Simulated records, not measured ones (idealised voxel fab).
The following process module bears the name voxel spacer lines.
Square cells of 5 nm make up the cross-section cut, whose width is 200 nm.
A cross-section is a grid of square cells, given in bands from the top down. A band is one or more rows of cells.
A band entry consists of two parts. The first gives the height of the band's top and the height of its bottom, in nm. The rest lists the band's materials from left to right, each with its width in nm. A single material labelled with the word "full width" fills the band from edge to edge, and the word "blank" marks empty space.
Height is counted from the level 0, under which the received wafer is composed throughout of one material. The lowest of the bands is not closed at the bottom but continues downward, in the notation "0 down".
A width given as "30..40" starts at the first number in the band's top row and ends at the second number in its bottom row, shifting by an equal amount at every step from row to row.
Any step labelled "nothing different" changed none of the cells in the cross-section.
Look at "Closed void catalog" for the closed voids: empty spaces with no open path to the top, sized 8 cells or up. Each is width x height at distance, distance from the left edge, all nm.
It should be noted that, on the line of a given step, the content following the step's settings is a remark produced by the simulator itself with respect to that step.
overlay nm: where the mask lay relative to plan, measured to the right, on steps with a mask; negatives go left.
[Process steps - plan]
- 1: RECEIVE | material Si
- 2: CONFORMAL_DEP | material Al2O3 | thk nm 10
- 3: DIRECTIONAL_DEP | material W | thk nm 10
- 4: DIRECTIONAL_DEP | material aC | thk nm 20
- 5: PATTERN | tone cover | mask id MANDREL | material resist | width nm 20 | pitch nm 60 | thk nm 25 | overlay nm 0
- 6: DIRECTIONAL_ETCH | etch materials aC | depth nm 20
- 7: STRIP | etch materials resist
- 8: CONFORMAL_DEP | material SiN | thk nm 10
- 9: DIRECTIONAL_ETCH | etch materials SiN | depth nm 10
- 10: STRIP | etch materials aC
- 11: DIRECTIONAL_ETCH | etch materials W | depth nm 20
- 12: STRIP | etch materials SiN
Wafers differ in thk nm at step 3; plan lists the first wafer's value; identical starting state.
[Cross-section of the first of several wafers on receipt, reflecting completion of step 1]
> 0 down  Si full width
> Closed void catalog: none
[Cross-sectional representation of the first of several wafers at the end of the module, i.e. after its terminal step, step 12]
> 20 to 10  20 of blank / 10 of W / 20 of blank / 10 of W / 20 of blank / 10 of W / 20 of blank / 10 of W / 20 of blank / 10 of W / 20 of blank / 10 of W / 20 of blank
> 10 to 0  Al2O3 full width
> 0 down  Si full width
> Closed void catalog: none
[Of the several wafers, the last: cross-section at the end of the module]
> 45 to 25  20 of blank / 10 of W / 20 of blank / 10 of W / 20 of blank / 10 of W / 20 of blank / 10 of W / 20 of blank / 10 of W / 20 of blank / 10 of W / 20 of blank
> 25 to 10  W full width
> 10 to 0  Al2O3 full width
> 0 down  Si full width
> Closed void catalog: none
[Per-wafer rows below. For each material: cells gained (+) or lost (-) since the wafer was received, as of end of module. Then: closed voids]
thk nm 10 | +80 Al2O3 | +24 W | Closed void catalog: none
thk nm 15 | +80 Al2O3 | +36 W | Closed void catalog: none
thk nm 20 | +80 Al2O3 | +48 W | Closed void catalog: none
thk nm 25 | +80 Al2O3 | +88 W | Closed void catalog: none
thk nm 30 | +80 Al2O3 | +128 W | Closed void catalog: none
thk nm 35 | +80 Al2O3 | +168 W | Closed void catalog: none
